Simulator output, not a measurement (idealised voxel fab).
Process module under the name voxel local oxidation
235 nm wide, 5 nm square cells: that's cross-section cut.
If you're reading a cross-section in this doc, picture square cells in a grid; it comes to you as bands, top ones listed first down to the bottom, and a band can be one or more rows of cells.
First you get the band's top height and its bottom height, in nm, and then the materials it's made of, left to right, with each width in nm. If you see a single material with "everywhere", that one covers the band edge to edge. "air" is empty space.
Ref level 0: as-received wafer is one material below here. Bottom band extends down with no lower bound ("0 nm and below").
Width "30->40": first value at the band's top row of cells, second value at its bottom row, equal change from row to row.
It should be understood that the words "identical to before", when stated for a given step, signify that the cross-section underwent no change in any of its cells during that step.
Look at "Sealed void listing" for the closed voids: empty spaces with no open path to the top, sized 8 cells or up. Each is width x height at distance, distance from the left edge, all nm.
What comes after the settings on a step's line is commentary from the simulator itself on that step.
Regarding "overlay nm": on a step with a mask, it is the distance the mask lay to the right of its planned place; a negative value places it to the left.

Steps planned for the process
1: RECEIVE with material Si
2: OXIDIZE with depth nm 5
3: CONFORMAL_DEP with material SiN, thk nm 15
4: MASKED_ETCH with tone cover, mask id ACTIVE, width nm 110, etch materials SiN, depth nm 15, overlay nm 0
5: SELECTIVE_ETCH with etch materials SiO2, depth nm 5
6: OXIDIZE with depth nm 10
7: STRIP with etch materials SiN

Cross-section, incoming material, after step 1
	0 nm and below  Si everywhere
	Sealed void listing: none

Wafer at module end, in section. Began as above, planned as above, run with one mistake
	0 nm to -5 nm  air: 65 | SiO2: 105 | air: 65
	-5 nm to -15 nm  SiO2: 75 | Si: 85 | SiO2: 75
	-15 nm and below  Si everywhere
	Sealed void listing: none
what went wrong: off-plan run, step 4, actual operation and settings MASKED_ETCH with tone cover, mask id ACTIVE, width nm 115, etch materials SiN, depth nm 15, overlay nm 0
